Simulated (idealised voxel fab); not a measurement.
process module | voxel fin reveal
cross-section cut | 265 nm wide | cells 5 nm
A cross-section is a grid of square cells, given in bands from the top down. A band is one or more rows of cells.
Each band's line starts with the height of the band's top and of its bottom, in nm. Then come its materials from left to right, each with its width in nm. One material with "throughout" fills the band from edge to edge. "air" is empty space.
Height 0 is the level under which the wafer as received is all one material. The lowest band goes on downwards, as in "0 down".
A width such as "30 to 40" changes by the same amount from each row of cells to the next, from the band's top row to its bottom row.
"no change" after a step means that no cell of the cross-section changed.
closed voids: empty space of 8 cells or more with no open way to the top, each as width x height at its distance from the left edge, in nm
after a step's settings: what the simulator itself notes on the step
overlay nm, on a step with a mask: how far to the right of its planned place the mask lay; to the left if negative
plan
1 op RECEIVE | material Si
2 op CONFORMAL_DEP | material SiN | thk nm 5
3 op MASKED_ETCH | tone cover | mask id FINS | width nm 15 | pitch nm 35 | etch materials SiN | depth nm 5 | overlay nm 0
4 op MASKED_ETCH | tone cover | mask id FINS | width nm 15 | pitch nm 35 | etch materials Si | depth nm 30 | overlay nm 0
5 op OXIDIZE | depth nm 5
6 op FILL_DEP | material SiO2 | thk nm 10
7 op CMP | height nm 5
8 op SELECTIVE_ETCH | etch materials SiO2 | depth nm 15
9 op STRIP | etch materials SiN
10 op CONFORMAL_DEP | material SiO2 | thk nm 5
as received, after step 1
  0 down: Si throughout
  closed voids: none
a wafer at the end: this start, this plan, one mistake
  10 to 5: air 100 | SiO2 25 | air 10 | SiO2 25 | air 105
  5 to 0: air 100 | SiO2 5 | SiN 15 | SiO2 5 | air 10 | SiO2 5 | SiN 15 | SiO2 5 | air 105
  0 to -5: air 100 | SiO2 10 | Si 5 | SiO2 10 | air 10 | SiO2 10 | Si 5 | SiO2 10 | air 105
  -5 to -30: air 105 | SiO2 5 | Si 5 | SiO2 5 | air 20 | SiO2 5 | Si 5 | SiO2 5 | air 110
  -30 to -35: SiO2 110 | Si 5 | SiO2 30 | Si 5 | SiO2 115
  -35 down: Si throughout
  closed voids: none
what went wrong: step 9 ran as: op STRIP | etch materials SiO2
